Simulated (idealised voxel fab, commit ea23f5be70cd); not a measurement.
Name of the process module below: voxel self aligned contacts
Xsec cut, 220 nm wide, square cell size 5 nm.
In what follows, cross-sections appear as grids of square cells, described through bands that run from the top down, where every band is one or more rows of cells. Top, bottom (nm), then materials left to right with widths (nm); lone material tagged "throughout" fills the whole band edge to edge; "air" = empty space. Height datum 0, below which the as-received substrate wafer is one material. Lowest band open at the bottom, running downward: "0..down". A width given as "30 to 40" starts at the first number in the band's top row and ends at the second number in its bottom row, shifting by an equal amount at every step from row to row. No cell of the cross-section changed in a step that is given as "remained the same". "Voids, sealed" means: voids of 8 cells or more that are shut off from the top with no open way through. Written width x height at distance, distance from the left edge, in nm. That trailing text on a step's line, after the settings, is the simulator's own remark on the step. "overlay nm", when on a step's line for a step with a mask, measures how far to the right of its planned place the mask lay; a negative measure means to the left.
# The steps planned for the process are as follows
1: RECEIVE: material Si
2: CONFORMAL_DEP: material SiO2, thk nm 5
3: DIRECTIONAL_DEP: material polySi, thk nm 25
4: DIRECTIONAL_DEP: material SiN, thk nm 15
5: MASKED_ETCH: tone cover, mask id GATE, width nm 35, pitch nm 70, etch materials SiN, depth nm 15, overlay nm 0
6: MASKED_ETCH: tone cover, mask id GATE, width nm 35, pitch nm 70, etch materials polySi, depth nm 25, overlay nm 0
7: CONFORMAL_DEP: material SiN, thk nm 5
8: DIRECTIONAL_ETCH: etch materials SiN, depth nm 5
9: FILL_DEP: material SiO2, thk nm 10
10: CMP: height nm 50
11: PATTERN: tone open, mask id CONTACT, material resist, width nm 45, thk nm 15, overlay nm 0
12: DIRECTIONAL_ETCH: etch materials SiO2, depth nm 50
13: STRIP: etch materials resist
14: CONFORMAL_DEP: material TiN, thk nm 5
15: FILL_DEP: material Ru, thk nm 10
16: CMP: height nm 50
17: CONFORMAL_DEP: material SiN, thk nm 5
# Cross-section: wafer on arrival = after step 1
  0..down = Si throughout
  Voids, sealed: none
# End-of-module XS, first of two wafers, run as planned
  55..50 = SiN throughout
  50..45 = SiO2=85  TiN=15  Ru=15  TiN=15  SiO2=90
  45..30 = SiO2=50  SiN=45  TiN=5  Ru=15  TiN=5  SiN=45  SiO2=55
  30..5 = SiO2=50  SiN=5  polySi=35  SiN=5  TiN=5  Ru=15  TiN=5  SiN=5  polySi=35  SiN=5  SiO2=55
  5..0 = SiO2=95  TiN=25  SiO2=100
  0..down = Si throughout
  Voids, sealed: none
# Wafer two, sectioned after the module: the first wafer's start, the first wafer's plan, and one mistake in how it was run
  55..50 = SiN throughout
  50..45 = SiO2=90  TiN=10  Ru=15  TiN=20  SiO2=85
  45..30 = SiO2=50  SiN=45  TiN=5  Ru=15  TiN=5  SiN=45  SiO2=55
  30..5 = SiO2=50  SiN=5  polySi=35  SiN=5  TiN=5  Ru=15  TiN=5  SiN=5  polySi=35  SiN=5  SiO2=55
  5..0 = SiO2=95  TiN=25  SiO2=100
  0..down = Si throughout
  Voids, sealed: none
What was done differently from what was planned? step 11: run off-plan, actual operation and settings PATTERN: tone open, mask id CONTACT, material resist, width nm 45, thk nm 15, overlay nm 5
Same inventory, different map: at the end, the second wafer holds as many cells of each material as the first, placed elsewhere.
